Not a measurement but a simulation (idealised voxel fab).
Herein follows the process module entitled voxel transistor to metal.
Section shown: cut. Width: 205 nm. Cell size: 5 nm, square.
In this document a cross-section is written as a grid of square cells. It is given as a series of bands, listed from the top down, and a band is one or more rows of cells.
Within each band entry, the heights of the top and of the bottom of the band appear first, in that order and in nm; the materials of the band then follow from left to right, each with its corresponding width in nm. The designation "throughout" on a single material indicates that it fills the band from edge to edge; the designation "empty" indicates empty space.
Heights from 0 (as-received wafer is one material below). Bottom band endless downward, as "from 0 down".
Width: "30..40" (first number = top row, second number = bottom row, same change from row to row of cells).
"no alteration" means the step left every cell of the cross-section as it was.
Reported under the label "Closed void list" are the empty spaces having no open way to the top and comprising 8 cells or more; the notation for each is width x height at distance, in which the distance is measured from the left edge and all three values are in nm.
Anything after a step's settings on that line? It's the simulator's own note about the step.
overlay nm: on a step with a mask, how far right of its planned place the mask lay; negative means left.
Reading key. Pairs: pre-step and post-step cross-section, one process step apart; post-step view only to lowest changed band. Step between + settings: beneath pair. Runs: pairs may be from different runs of this module, same starting wafer. Continuation from pair above: only where "Preceding state" entry says.

Preceding state
  from 30 to 15: SiO2 50, then TiN 5, then W 10, then TiN 5, then SiO2 60, then TiN 5, then W 10, then TiN 5, then SiO2 55
  from 15 to 10: SiO2 50, then TiN 5, then W 10, then TiN 5, then SiN 10, then HfO2 5, then TiN 5, then W 20, then TiN 5, then HfO2 5, then SiN 10, then TiN 5, then W 10, then TiN 5, then SiO2 55
  from 10 to 5: SiO2 50, then TiN 20, then SiN 10, then HfO2 5, then TiN 5, then W 20, then TiN 5, then HfO2 5, then SiN 10, then TiN 20, then SiO2 55
  from 5 to 0: SiO2 50, then SiN 10, then TiN 10, then SiN 10, then HfO2 5, then TiN 30, then HfO2 5, then SiN 10, then TiN 10, then SiN 10, then SiO2 55
  from 0 to -5: SiO2 60, then nSi 10, then SiO2 10, then HfO2 40, then SiO2 10, then nSi 10, then SiO2 65
  from -5 to -10: SiO2 45, then Si 15, then nSi 10, then Si 60, then nSi 10, then Si 15, then SiO2 50
  from -10 to -30: SiO2 45, then Si 110, then SiO2 50
  from -30 down: Si throughout
  Closed void list: none

Structure After Step
  from 35 to 30: TiN throughout
  Below 30 it's all the same as before, nothing changed down there.
  Closed void list: none
Before/after cross-sections above; step in between: DIRECTIONAL_DEP,material TiN,thk nm 5

Preceding state: equal to the after panel directly above.

Structure After Step
  from 50 to 35: Ru throughout
  Below 35 it's all the same as before, nothing changed down there.
  Closed void list: none
Before/after cross-sections above; step in between: DIRECTIONAL_DEP,material Ru,thk nm 15

Preceding state: equal to the after panel directly above.

Structure After Step
  from 65 to 50: empty 50, then resist 20, then empty 60, then resist 20, then empty 55
  Below 50 it's all the same as before, nothing changed down there.
  Closed void list: none
Before/after cross-sections above; step in between: PATTERN,tone cover,mask id METAL_1,material resist,width nm 20,pitch nm 80,thk nm 15,overlay nm 0

Preceding state: equal to the after panel directly above.

Structure After Step
  from 65 to 50: empty 50, then resist 20, then empty 60, then resist 20, then empty 55
  from 50 to 35: empty 50, then Ru 20, then empty 60, then Ru 20, then empty 55
  Below 35 it's all the same as before, nothing changed down there.
  Closed void list: none
Before/after cross-sections above; step in between: DIRECTIONAL_ETCH,etch materials Ru,depth nm 15

Preceding state: equal to the after panel directly above.

Structure After Step
  from 65 to 50: empty 50, then resist 20, then empty 60, then resist 20, then empty 55
  from 50 to 35: empty 50, then Ru 20, then empty 60, then Ru 20, then empty 55
  from 35 to 30: empty 50, then TiN 20, then empty 60, then TiN 20, then empty 55
  Below 30 it's all the same as before, nothing changed down there.
  Closed void list: none
Before/after cross-sections above; step in between: DIRECTIONAL_ETCH,etch materials TiN,depth nm 5

Preceding state: equal to the after panel directly above.

Structure After Step
  from 50 to 35: empty 50, then Ru 20, then empty 60, then Ru 20, then empty 55
  Below 35 it's all the same as before, nothing changed down there.
  Closed void list: none
Before/after cross-sections above; step in between: STRIP,etch materials resist

Preceding state: equal to the after panel directly above.

Structure After Step
  from 55 to 50: empty 45, then SiCN 30, then empty 50, then SiCN 30, then empty 50
  from 50 to 35: empty 45, then SiCN 5, then Ru 20, then SiCN 5, then empty 50, then SiCN 5, then Ru 20, then SiCN 5, then empty 50
  from 35 to 30: SiCN 50, then TiN 20, then SiCN 60, then TiN 20, then SiCN 55
  Below 30 it's all the same as before, nothing changed down there.
  Closed void list: none
Before/after cross-sections above; step in between: CONFORMAL_DEP,material SiCN,thk nm 5

Preceding state: equal to the after panel directly above.

Structure After Step
  from 65 to 55: SiO2 throughout
  from 55 to 50: SiO2 45, then SiCN 30, then SiO2 50, then SiCN 30, then SiO2 50
  from 50 to 35: SiO2 45, then SiCN 5, then Ru 20, then SiCN 5, then SiO2 50, then SiCN 5, then Ru 20, then SiCN 5, then SiO2 50
  Below 35 it's all the same as before, nothing changed down there.
  Closed void list: none
Before/after cross-sections above; step in between: FILL_DEP,material SiO2,thk nm 10

Preceding state: equal to the after panel directly above.

Structure After Step
  from 50 to 35: SiO2 45, then SiCN 5, then Ru 20, then SiCN 5, then SiO2 50, then SiCN 5, then Ru 20, then SiCN 5, then SiO2 50
  Below 35 it's all the same as before, nothing changed down there.
  Closed void list: none
Before/after cross-sections above; step in between: CMP,height nm 50

Preceding state: equal to the after panel directly above.

Structure After Step
  from 55 to 50: SiN throughout
  Below 50 it's all the same as before, nothing changed down there.
  Closed void list: none
Before/after cross-sections above; step in between: CONFORMAL_DEP,material SiN,thk nm 5

Preceding state
  from 35 to 30: W throughout
  from 30 to 25: W 60, then TiN 30, then W 20, then TiN 30, then W 65
  from 25 to 20: TiN 65, then HfO2 20, then TiN 5, then W 20, then TiN 5, then HfO2 20, then TiN 70
  from 20 to 15: HfO2 70, then SiN 10, then HfO2 5, then TiN 5, then W 20, then TiN 5, then HfO2 5, then SiN 10, then HfO2 75
  from 15 to 5: SiO2 70, then SiN 10, then HfO2 5, then TiN 5, then W 20, then TiN 5, then HfO2 5, then SiN 10, then SiO2 75
  from 5 to 0: SiO2 45, then SiN 10, then SiO2 15, then SiN 10, then HfO2 5, then TiN 5, then W 20, then TiN 5, then HfO2 5, then SiN 10, then SiO2 15, then SiN 10, then SiO2 50
  from 0 to -5: SiO2 45, then SiN 10, then SiO2 15, then SiN 10, then HfO2 5, then TiN 30, then HfO2 5, then SiN 10, then SiO2 15, then SiN 10, then SiO2 50
  from -5 to -10: SiO2 55, then nSi 5, then SiO2 5, then nSi 5, then SiO2 10, then HfO2 40, then SiO2 10, then nSi 5, then SiO2 5, then nSi 5, then SiO2 60
  from -10 to -15: SiO2 45, then Si 10, then nSi 15, then Si 60, then nSi 15, then Si 10, then SiO2 50
  from -15 to -30: SiO2 45, then Si 110, then SiO2 50
  from -30 down: Si throughout
  Closed void list: none

Structure After Step
  from 25 to 20: TiN 65, then HfO2 20, then TiN 5, then W 20, then TiN 5, then HfO2 20, then TiN 70
  Below 20 it's all the same as before, nothing changed down there.
  Closed void list: none
Before/after cross-sections above; step in between: CMP,height nm 25

Preceding state: equal to the after panel directly above.

Structure After Step
  from 40 to 25: SiO2 throughout
  Below 25 it's all the same as before, nothing changed down there.
  Closed void list: none
Before/after cross-sections above; step in between: DIRECTIONAL_DEP,material SiO2,thk nm 15

Preceding state: equal to the after panel directly above.

Structure After Step
  from 40 to 25: SiO2 50, then empty 20, then SiO2 60, then empty 20, then SiO2 55
  Below 25 it's all the same as before, nothing changed down there.
  Closed void list: none
Before/after cross-sections above; step in between: MASKED_ETCH,tone open,mask id CONTACT,width nm 20,pitch nm 80,etch materials SiO2,depth nm 40,overlay nm 0

Preceding state: equal to the after panel directly above.

Structure After Step
  from 45 to 40: TiN 55, then empty 10, then TiN 70, then empty 10, then TiN 60
  from 40 to 30: SiO2 50, then TiN 5, then empty 10, then TiN 5, then SiO2 60, then TiN 5, then empty 10, then TiN 5, then SiO2 55
  from 30 to 25: SiO2 50, then TiN 20, then SiO2 60, then TiN 20, then SiO2 55
  Below 25 it's all the same as before, nothing changed down there.
  Closed void list: none
Before/after cross-sections above; step in between: CONFORMAL_DEP,material TiN,thk nm 5

Preceding state: equal to the after panel directly above.

Structure After Step
  from 50 to 45: W throughout
  from 45 to 40: TiN 55, then W 10, then TiN 70, then W 10, then TiN 60
  from 40 to 30: SiO2 50, then TiN 5, then W 10, then TiN 5, then SiO2 60, then TiN 5, then W 10, then TiN 5, then SiO2 55
  Below 30 it's all the same as before, nothing changed down there.
  Closed void list: none
Before/after cross-sections above; step in between: FILL_DEP,material W,thk nm 5

Preceding state: equal to the after panel directly above.

Structure After Step
  from 30 to 25: SiO2 50, then TiN 20, then SiO2 60, then TiN 20, then SiO2 55
  Below 25 it's all the same as before, nothing changed down there.
  Closed void list: none
Before/after cross-sections above; step in between: CMP,height nm 30

Preceding state: equal to the after panel directly above.

Structure After Step
  from 35 to 30: TiN throughout
  Below 30 it's all the same as before, nothing changed down there.
  Closed void list: none
Before/after cross-sections above; step in between: DIRECTIONAL_DEP,material TiN,thk nm 5

Preceding state: equal to the after panel directly above.

Structure After Step
  from 50 to 35: Ru throughout
  Below 35 it's all the same as before, nothing changed down there.
  Closed void list: none
Before/after cross-sections above; step in between: DIRECTIONAL_DEP,material Ru,thk nm 15

Preceding state: equal to the after panel directly above.

Structure After Step
  from 65 to 50: empty 50, then resist 20, then empty 60, then resist 20, then empty 55
  Below 50 it's all the same as before, nothing changed down there.
  Closed void list: none
Before/after cross-sections above; step in between: PATTERN,tone cover,mask id METAL_1,material resist,width nm 20,pitch nm 80,thk nm 15,overlay nm 0

Preceding state: equal to the after panel directly above.

Structure After Step
  from 65 to 50: empty 50, then resist 20, then empty 60, then resist 20, then empty 55
  from 50 to 35: empty 50, then Ru 20, then empty 60, then Ru 20, then empty 55
  Below 35 it's all the same as before, nothing changed down there.
  Closed void list: none
Before/after cross-sections above; step in between: DIRECTIONAL_ETCH,etch materials Ru,depth nm 15

Preceding state: equal to the after panel directly above.

Structure After Step
  from 65 to 50: empty 50, then resist 20, then empty 60, then resist 20, then empty 55
  from 50 to 35: empty 50, then Ru 20, then empty 60, then Ru 20, then empty 55
  from 35 to 30: empty 50, then TiN 20, then empty 60, then TiN 20, then empty 55
  Below 30 it's all the same as before, nothing changed down there.
  Closed void list: none
Before/after cross-sections above; step in between: DIRECTIONAL_ETCH,etch materials TiN,depth nm 5

Preceding state: equal to the after panel directly above.

Structure After Step
  from 50 to 35: empty 50, then Ru 20, then empty 60, then Ru 20, then empty 55
  Below 35 it's all the same as before, nothing changed down there.
  Closed void list: none
Before/after cross-sections above; step in between: STRIP,etch materials resist

Preceding state: equal to the after panel directly above.

Structure After Step
  from 55 to 50: empty 45, then SiCN 30, then empty 50, then SiCN 30, then empty 50
  from 50 to 35: empty 45, then SiCN 5, then Ru 20, then SiCN 5, then empty 50, then SiCN 5, then Ru 20, then SiCN 5, then empty 50
  from 35 to 30: SiCN 50, then TiN 20, then SiCN 60, then TiN 20, then SiCN 55
  Below 30 it's all the same as before, nothing changed down there.
  Closed void list: none
Before/after cross-sections above; step in between: CONFORMAL_DEP,material SiCN,thk nm 5

Preceding state: equal to the after panel directly above.

Structure After Step
  from 65 to 55: SiO2 throughout
  from 55 to 50: SiO2 45, then SiCN 30, then SiO2 50, then SiCN 30, then SiO2 50
  from 50 to 35: SiO2 45, then SiCN 5, then Ru 20, then SiCN 5, then SiO2 50, then SiCN 5, then Ru 20, then SiCN 5, then SiO2 50
  Below 35 it's all the same as before, nothing changed down there.
  Closed void list: none
Before/after cross-sections above; step in between: FILL_DEP,material SiO2,thk nm 10

Preceding state: equal to the after panel directly above.

Structure After Step
  from 50 to 35: SiO2 45, then SiCN 5, then Ru 20, then SiCN 5, then SiO2 50, then SiCN 5, then Ru 20, then SiCN 5, then SiO2 50
  Below 35 it's all the same as before, nothing changed down there.
  Closed void list: none
Before/after cross-sections above; step in between: CMP,height nm 50

Preceding state: equal to the after panel directly above.

Structure After Step
  from 55 to 50: SiN throughout
  Below 50 it's all the same as before, nothing changed down there.
  Closed void list: none
Before/after cross-sections above; step in between: CONFORMAL_DEP,material SiN,thk nm 5

Preceding state
  from 40 to 30: SiCN 40, then empty 120, then SiCN 45
  from 30 to 20: polySi 40, then SiCN 120, then polySi 45
  from 20 to 5: polySi throughout
  from 5 to -5: SiO2 40, then polySi 120, then SiO2 45
  from -5 to -10: SiO2 throughout
  from -10 to -30: SiO2 45, then Si 110, then SiO2 50
  from -30 down: Si throughout
  Closed void list: none

Structure After Step
  from 60 to 40: empty 85, then resist 35, then empty 85
  from 40 to 30: SiCN 40, then empty 45, then resist 35, then empty 40, then SiCN 45
  Below 30 it's all the same as before, nothing changed down there.
  Closed void list: none
Before/after cross-sections above; step in between: PATTERN,tone cover,mask id GATE,material resist,width nm 35,thk nm 20,overlay nm 0

Preceding state: equal to the after panel directly above.

Structure After Step
  from 60 to 30: empty 85, then resist 35, then empty 85
  from 30 to 20: polySi 40, then empty 45, then SiCN 35, then empty 40, then polySi 45
  Below 20 it's all the same as before, nothing changed down there.
  Closed void list: none
Before/after cross-sections above; step in between: DIRECTIONAL_ETCH,etch materials SiCN,depth nm 20

Preceding state: equal to the after panel directly above.

Structure After Step
  from 60 to 30: empty 85, then resist 35, then empty 85
  from 30 to 20: empty 85, then SiCN 35, then empty 85
  from 20 to 5: empty 85, then polySi 35, then empty 85
  from 5 to -5: SiO2 40, then empty 45, then polySi 35, then empty 40, then SiO2 45
  Below -5 it's all the same as before, nothing changed down there.
  Closed void list: none
Before/after cross-sections above; step in between: DIRECTIONAL_ETCH,etch materials polySi,depth nm 35

Preceding state: equal to the after panel directly above.

Structure After Step
  from 30 to 20: empty 85, then SiCN 35, then empty 85
  Below 20 it's all the same as before, nothing changed down there.
  Closed void list: none
Before/after cross-sections above; step in between: STRIP,etch materials resist

Preceding state: equal to the after panel directly above.

Structure After Step
  from 35 to 30: empty 80, then SiO2 45, then empty 80
  from 30 to 20: empty 80, then SiO2 5, then SiCN 35, then SiO2 5, then empty 80
  from 20 to 10: empty 80, then SiO2 5, then polySi 35, then SiO2 5, then empty 80
  from 10 to 0: SiO2 45, then empty 35, then SiO2 5, then polySi 35, then SiO2 5, then empty 30, then SiO2 50
  from 0 to -5: SiO2 85, then polySi 35, then SiO2 85
  Below -5 it's all the same as before, nothing changed down there.
  Closed void list: none
Before/after cross-sections above; step in between: CONFORMAL_DEP,material SiO2,thk nm 5

Preceding state: equal to the after panel directly above.

Structure After Step
  from 30 to 20: empty 80, then SiO2 5, then SiCN 35, then SiO2 5, then empty 80
  from 20 to 5: empty 80, then SiO2 5, then polySi 35, then SiO2 5, then empty 80
  from 5 to -5: SiO2 45, then empty 35, then SiO2 5, then polySi 35, then SiO2 5, then empty 30, then SiO2 50
  Below -5 it's all the same as before, nothing changed down there.
  Closed void list: none
Before/after cross-sections above; step in between: DIRECTIONAL_ETCH,etch materials SiO2,depth nm 5

Preceding state: equal to the after panel directly above.

Structure After Step
  from 40 to 30: empty 70, then SiN 65, then empty 70
  from 30 to 20: empty 70, then SiN 10, then SiO2 5, then SiCN 35, then SiO2 5, then SiN 10, then empty 70
  from 20 to 15: empty 70, then SiN 10, then SiO2 5, then polySi 35, then SiO2 5, then SiN 10, then empty 70
  from 15 to 5: SiN 55, then empty 15, then SiN 10, then SiO2 5, then polySi 35, then SiO2 5, then SiN 10, then empty 10, then SiN 60
  from 5 to -5: SiO2 45, then SiN 35, then SiO2 5, then polySi 35, then SiO2 5, then SiN 30, then SiO2 50
  Below -5 it's all the same as before, nothing changed down there.
  Closed void list: none
Before/after cross-sections above; step in between: CONFORMAL_DEP,material SiN,thk nm 10

Preceding state: equal to the after panel directly above.

Structure After Step
  from 30 to 20: empty 70, then SiN 10, then SiO2 5, then SiCN 35, then SiO2 5, then SiN 10, then empty 70
  from 20 to 5: empty 70, then SiN 10, then SiO2 5, then polySi 35, then SiO2 5, then SiN 10, then empty 70
  from 5 to -5: SiO2 45, then SiN 10, then empty 15, then SiN 10, then SiO2 5, then polySi 35, then SiO2 5, then SiN 10, then empty 10, then SiN 10, then SiO2 50
  Below -5 it's all the same as before, nothing changed down there.
  Closed void list: none
Before/after cross-sections above; step in between: DIRECTIONAL_ETCH,etch materials SiN,depth nm 10

Preceding state: equal to the after panel directly above.

Structure After Step
  from 30 to 25: empty 70, then SiN 10, then empty 5, then SiCN 35, then empty 5, then SiN 10, then empty 70
  from 25 to 20: empty 70, then SiN 10, then SiO2 5, then SiCN 35, then SiO2 5, then SiN 10, then empty 70
  from 20 to 5: empty 70, then SiN 10, then SiO2 5, then polySi 35, then SiO2 5, then SiN 10, then empty 70
  from 5 to 0: empty 45, then SiN 10, then empty 15, then SiN 10, then SiO2 5, then polySi 35, then SiO2 5, then SiN 10, then empty 10, then SiN 10, then empty 50
  from 0 to -5: SiO2 45, then SiN 10, then empty 15, then SiN 10, then SiO2 5, then polySi 35, then SiO2 5, then SiN 10, then empty 10, then SiN 10, then SiO2 50
  from -5 to -10: SiO2 55, then empty 15, then SiO2 65, then empty 10, then SiO2 60
  Below -10 it's all the same as before, nothing changed down there.
  Closed void list: none
Before/after cross-sections above; step in between: DIRECTIONAL_ETCH,etch materials SiO2,depth nm 5

Preceding state: equal to the after panel directly above.

Structure After Step
  from 30 to 25: empty 70, then SiN 10, then empty 5, then SiCN 35, then empty 5, then SiN 10, then empty 70
  from 25 to 20: empty 70, then SiN 10, then SiO2 5, then SiCN 35, then SiO2 5, then SiN 10, then empty 70
  from 20 to 5: empty 70, then SiN 10, then SiO2 5, then polySi 35, then SiO2 5, then SiN 10, then empty 70
  from 5 to 0: empty 45, then SiN 10, then empty 15, then SiN 10, then SiO2 5, then polySi 35, then SiO2 5, then SiN 10, then empty 10, then SiN 10, then empty 50
  from 0 to -5: SiO2 45, then SiN 10, then empty 15, then SiN 10, then SiO2 5, then polySi 35, then SiO2 5, then SiN 10, then empty 10, then SiN 10, then SiO2 50
  from -5 to -10: SiO2 55, then empty 15, then SiO2 65, then empty 10, then SiO2 60
  from -10 to -15: SiO2 45, then Si 10, then empty 15, then Si 65, then empty 10, then Si 10, then SiO2 50
  Below -15 it's all the same as before, nothing changed down there.
  Closed void list: none
Before/after cross-sections above; step in between: DIRECTIONAL_ETCH,etch materials Si,depth nm 5

Preceding state: equal to the after panel directly above.

Structure After Step
  from 30 to 25: empty 70, then SiN 10, then empty 5, then SiCN 35, then empty 5, then SiN 10, then empty 70
  from 25 to 20: empty 70, then SiN 10, then SiO2 5, then SiCN 35, then SiO2 5, then SiN 10, then empty 70
  from 20 to 5: empty 70, then SiN 10, then SiO2 5, then polySi 35, then SiO2 5, then SiN 10, then empty 70
  from 5 to 0: empty 45, then SiN 10, then empty 15, then SiN 10, then SiO2 5, then polySi 35, then SiO2 5, then SiN 10, then empty 10, then SiN 10, then empty 50
  from 0 to -5: SiO2 45, then SiN 10, then empty 15, then SiN 10, then SiO2 5, then polySi 35, then SiO2 5, then SiN 10, then empty 10, then SiN 10, then SiO2 50
  from -5 to -10: SiO2 55, then nSi 5, then empty 5, then nSi 5, then SiO2 65, then nSi 10, then SiO2 60
  from -10 to -15: SiO2 45, then Si 10, then nSi 15, then Si 65, then nSi 10, then Si 10, then SiO2 50
  Below -15 it's all the same as before, nothing changed down there.
  Closed void list: none
Before/after cross-sections above; step in between: EPI,material nSi,thk nm 5

Preceding state: equal to the after panel directly above.

Structure After Step
  from 35 to 30: SiO2 throughout
  from 30 to 20: SiO2 70, then SiN 10, then SiO2 5, then SiCN 35, then SiO2 5, then SiN 10, then SiO2 70
  from 20 to 5: SiO2 70, then SiN 10, then SiO2 5, then polySi 35, then SiO2 5, then SiN 10, then SiO2 70
  from 5 to -5: SiO2 45, then SiN 10, then SiO2 15, then SiN 10, then SiO2 5, then polySi 35, then SiO2 5, then SiN 10, then SiO2 10, then SiN 10, then SiO2 50
  from -5 to -10: SiO2 55, then nSi 5, then SiO2 5, then nSi 5, then SiO2 65, then nSi 10, then SiO2 60
  Below -10 it's all the same as before, nothing changed down there.
  Closed void list: none
Before/after cross-sections above; step in between: FILL_DEP,material SiO2,thk nm 5

Preceding state: equal to the after panel directly above.

Structure After Step
  from 20 to 5: SiO2 70, then SiN 10, then SiO2 5, then polySi 35, then SiO2 5, then SiN 10, then SiO2 70
  Below 5 it's all the same as before, nothing changed down there.
  Closed void list: none
Before/after cross-sections above; step in between: CMP,height nm 20

Preceding state: equal to the after panel directly above.

Structure After Step
  from 20 to 5: SiO2 70, then SiN 10, then SiO2 5, then empty 35, then SiO2 5, then SiN 10, then SiO2 70
  from 5 to -5: SiO2 45, then SiN 10, then SiO2 15, then SiN 10, then SiO2 5, then empty 35, then SiO2 5, then SiN 10, then SiO2 10, then SiN 10, then SiO2 50
  Below -5 it's all the same as before, nothing changed down there.
  Closed void list: none
Before/after cross-sections above; step in between: STRIP,etch materials polySi

Preceding state: equal to the after panel directly above.

Structure After Step
  from 20 to 15: empty 70, then SiN 10, then empty 45, then SiN 10, then empty 70
  from 15 to 5: SiO2 70, then SiN 10, then empty 45, then SiN 10, then SiO2 70
  from 5 to -5: SiO2 45, then SiN 10, then SiO2 15, then SiN 10, then empty 45, then SiN 10, then SiO2 10, then SiN 10, then SiO2 50
  from -5 to -10: SiO2 55, then nSi 5, then SiO2 5, then nSi 5, then SiO2 10, then empty 45, then SiO2 10, then nSi 10, then SiO2 60
  Below -10 it's all the same as before, nothing changed down there.
  Closed void list: none
Before/after cross-sections above; step in between: SELECTIVE_ETCH,etch materials SiO2,depth nm 5

Preceding state: equal to the after panel directly above.

Structure After Step
  from 25 to 20: empty 65, then HfO2 20, then empty 35, then HfO2 20, then empty 65
  from 20 to 15: HfO2 70, then SiN 10, then HfO2 5, then empty 35, then HfO2 5, then SiN 10, then HfO2 70
  from 15 to 5: SiO2 70, then SiN 10, then HfO2 5, then empty 35, then HfO2 5, then SiN 10, then SiO2 70
  from 5 to -5: SiO2 45, then SiN 10, then SiO2 15, then SiN 10, then HfO2 5, then empty 35, then HfO2 5, then SiN 10, then SiO2 10, then SiN 10, then SiO2 50
  from -5 to -10: SiO2 55, then nSi 5, then SiO2 5, then nSi 5, then SiO2 10, then HfO2 45, then SiO2 10, then nSi 10, then SiO2 60
  Below -10 it's all the same as before, nothing changed down there.
  Closed void list: none
Before/after cross-sections above; step in between: CONFORMAL_DEP,material HfO2,thk nm 5

Preceding state: equal to the after panel directly above.

Structure After Step
  from 30 to 25: empty 60, then TiN 30, then empty 25, then TiN 30, then empty 60
  from 25 to 20: TiN 65, then HfO2 20, then TiN 5, then empty 25, then TiN 5, then HfO2 20, then TiN 65
  from 20 to 15: HfO2 70, then SiN 10, then HfO2 5, then TiN 5, then empty 25, then TiN 5, then HfO2 5, then SiN 10, then HfO2 70
  from 15 to 5: SiO2 70, then SiN 10, then HfO2 5, then TiN 5, then empty 25, then TiN 5, then HfO2 5, then SiN 10, then SiO2 70
  from 5 to 0: SiO2 45, then SiN 10, then SiO2 15, then SiN 10, then HfO2 5, then TiN 5, then empty 25, then TiN 5, then HfO2 5, then SiN 10, then SiO2 10, then SiN 10, then SiO2 50
  from 0 to -5: SiO2 45, then SiN 10, then SiO2 15, then SiN 10, then HfO2 5, then TiN 35, then HfO2 5, then SiN 10, then SiO2 10, then SiN 10, then SiO2 50
  Below -5 it's all the same as before, nothing changed down there.
  Closed void list: none
Before/after cross-sections above; step in between: CONFORMAL_DEP,material TiN,thk nm 5

Preceding state: equal to the after panel directly above.

Structure After Step
  from 35 to 30: W throughout
  from 30 to 25: W 60, then TiN 30, then W 25, then TiN 30, then W 60
  from 25 to 20: TiN 65, then HfO2 20, then TiN 5, then W 25, then TiN 5, then HfO2 20, then TiN 65
  from 20 to 15: HfO2 70, then SiN 10, then HfO2 5, then TiN 5, then W 25, then TiN 5, then HfO2 5, then SiN 10, then HfO2 70
  from 15 to 5: SiO2 70, then SiN 10, then HfO2 5, then TiN 5, then W 25, then TiN 5, then HfO2 5, then SiN 10, then SiO2 70
  from 5 to 0: SiO2 45, then SiN 10, then SiO2 15, then SiN 10, then HfO2 5, then TiN 5, then W 25, then TiN 5, then HfO2 5, then SiN 10, then SiO2 10, then SiN 10, then SiO2 50
  Below 0 it's all the same as before, nothing changed down there.
  Closed void list: none
Before/after cross-sections above; step in between: FILL_DEP,material W,thk nm 5

Preceding state: equal to the after panel directly above.

Structure After Step
  from 15 to 5: SiO2 70, then SiN 10, then HfO2 5, then TiN 5, then W 25, then TiN 5, then HfO2 5, then SiN 10, then SiO2 70
  Below 5 it's all the same as before, nothing changed down there.
  Closed void list: none
Before/after cross-sections above; step in between: CMP,height nm 15

Preceding state: equal to the after panel directly above.

Structure After Step
  from 30 to 15: SiO2 throughout
  Below 15 it's all the same as before, nothing changed down there.
  Closed void list: none
Before/after cross-sections above; step in between: DIRECTIONAL_DEP,material SiO2,thk nm 15

Preceding state: equal to the after panel directly above.

Structure After Step
  from 30 to 15: SiO2 50, then empty 20, then SiO2 60, then empty 20, then SiO2 55
  from 15 to 5: SiO2 50, then empty 20, then SiN 10, then HfO2 5, then TiN 5, then W 25, then TiN 5, then HfO2 5, then SiN 10, then empty 15, then SiO2 55
  from 5 to 0: SiO2 45, then SiN 10, then empty 15, then SiN 10, then HfO2 5, then TiN 5, then W 25, then TiN 5, then HfO2 5, then SiN 10, then empty 10, then SiN 10, then SiO2 50
  from 0 to -5: SiO2 45, then SiN 10, then empty 15, then SiN 10, then HfO2 5, then TiN 35, then HfO2 5, then SiN 10, then empty 10, then SiN 10, then SiO2 50
  from -5 to -10: SiO2 55, then nSi 5, then empty 5, then nSi 5, then SiO2 10, then HfO2 45, then SiO2 10, then nSi 10, then SiO2 60
  Below -10 it's all the same as before, nothing changed down there.
  Closed void list: none
Before/after cross-sections above; step in between: MASKED_ETCH,tone open,mask id CONTACT,width nm 20,pitch nm 80,etch materials SiO2,depth nm 40,overlay nm 0

Preceding state: equal to the after panel directly above.

Structure After Step
  from 35 to 30: TiN 55, then empty 10, then TiN 70, then empty 10, then TiN 60
  from 30 to 20: SiO2 50, then TiN 5, then empty 10, then TiN 5, then SiO2 60, then TiN 5, then empty 10, then TiN 5, then SiO2 55
  from 20 to 15: SiO2 50, then TiN 5, then empty 10, then TiN 5, then SiO2 60, then TiN 10, then empty 5, then TiN 5, then SiO2 55
  from 15 to 10: SiO2 50, then TiN 5, then empty 10, then TiN 5, then SiN 10, then HfO2 5, then TiN 5, then W 25, then TiN 5, then HfO2 5, then SiN 10, then TiN 5, then empty 5, then TiN 5, then SiO2 55
  from 10 to 5: SiO2 50, then TiN 10, then empty 5, then TiN 5, then SiN 10, then HfO2 5, then TiN 5, then W 25, then TiN 5, then HfO2 5, then SiN 10, then TiN 15, then SiO2 55
  from 5 to 0: SiO2 45, then SiN 10, then TiN 5, then empty 5, then TiN 5, then SiN 10, then HfO2 5, then TiN 5, then W 25, then TiN 5, then HfO2 5, then SiN 10, then TiN 10, then SiN 10, then SiO2 50
  from 0 to -5: SiO2 45, then SiN 10, then TiN 15, then SiN 10, then HfO2 5, then TiN 35, then HfO2 5, then SiN 10, then TiN 10, then SiN 10, then SiO2 50
  from -5 to -10: SiO2 55, then nSi 5, then TiN 5, then nSi 5, then SiO2 10, then HfO2 45, then SiO2 10, then nSi 10, then SiO2 60
  Below -10 it's all the same as before, nothing changed down there.
  Closed void list: none
Before/after cross-sections above; step in between: CONFORMAL_DEP,material TiN,thk nm 5

Preceding state: equal to the after panel directly above.

Structure After Step
  from 40 to 35: W throughout
  from 35 to 30: TiN 55, then W 10, then TiN 70, then W 10, then TiN 60
  from 30 to 20: SiO2 50, then TiN 5, then W 10, then TiN 5, then SiO2 60, then TiN 5, then W 10, then TiN 5, then SiO2 55
  from 20 to 15: SiO2 50, then TiN 5, then W 10, then TiN 5, then SiO2 60, then TiN 10, then W 5, then TiN 5, then SiO2 55
  from 15 to 10: SiO2 50, then TiN 5, then W 10, then TiN 5, then SiN 10, then HfO2 5, then TiN 5, then W 25, then TiN 5, then HfO2 5, then SiN 10, then TiN 5, then W 5, then TiN 5, then SiO2 55
  from 10 to 5: SiO2 50, then TiN 10, then W 5, then TiN 5, then SiN 10, then HfO2 5, then TiN 5, then W 25, then TiN 5, then HfO2 5, then SiN 10, then TiN 15, then SiO2 55
  from 5 to 0: SiO2 45, then SiN 10, then TiN 5, then W 5, then TiN 5, then SiN 10, then HfO2 5, then TiN 5, then W 25, then TiN 5, then HfO2 5, then SiN 10, then TiN 10, then SiN 10, then SiO2 50
  Below 0 it's all the same as before, nothing changed down there.
  Closed void list: none
Before/after cross-sections above; step in between: FILL_DEP,material W,thk nm 5

Preceding state: equal to the after panel directly above.

Structure After Step
  from 30 to 20: SiO2 50, then TiN 5, then W 10, then TiN 5, then SiO2 60, then TiN 5, then W 10, then TiN 5, then SiO2 55
  Below 20 it's all the same as before, nothing changed down there.
  Closed void list: none
Before/after cross-sections above; step in between: CMP,height nm 30

Preceding state: equal to the after panel directly above.

Structure After Step
  from 35 to 30: TiN throughout
  Below 30 it's all the same as before, nothing changed down there.
  Closed void list: none
Before/after cross-sections above; step in between: DIRECTIONAL_DEP,material TiN,thk nm 5

Preceding state: equal to the after panel directly above.

Structure After Step
  from 50 to 35: Ru throughout
  Below 35 it's all the same as before, nothing changed down there.
  Closed void list: none
Before/after cross-sections above; step in between: DIRECTIONAL_DEP,material Ru,thk nm 15

Preceding state: equal to the after panel directly above.

Structure After Step
  from 65 to 50: empty 50, then resist 20, then empty 60, then resist 20, then empty 55
  Below 50 it's all the same as before, nothing changed down there.
  Closed void list: none
Before/after cross-sections above; step in between: PATTERN,tone cover,mask id METAL_1,material resist,width nm 20,pitch nm 80,thk nm 15,overlay nm 0

Preceding state: equal to the after panel directly above.

Structure After Step
  from 65 to 50: empty 50, then resist 20, then empty 60, then resist 20, then empty 55
  from 50 to 35: empty 50, then Ru 20, then empty 60, then Ru 20, then empty 55
  Below 35 it's all the same as before, nothing changed down there.
  Closed void list: none
Before/after cross-sections above; step in between: DIRECTIONAL_ETCH,etch materials Ru,depth nm 15
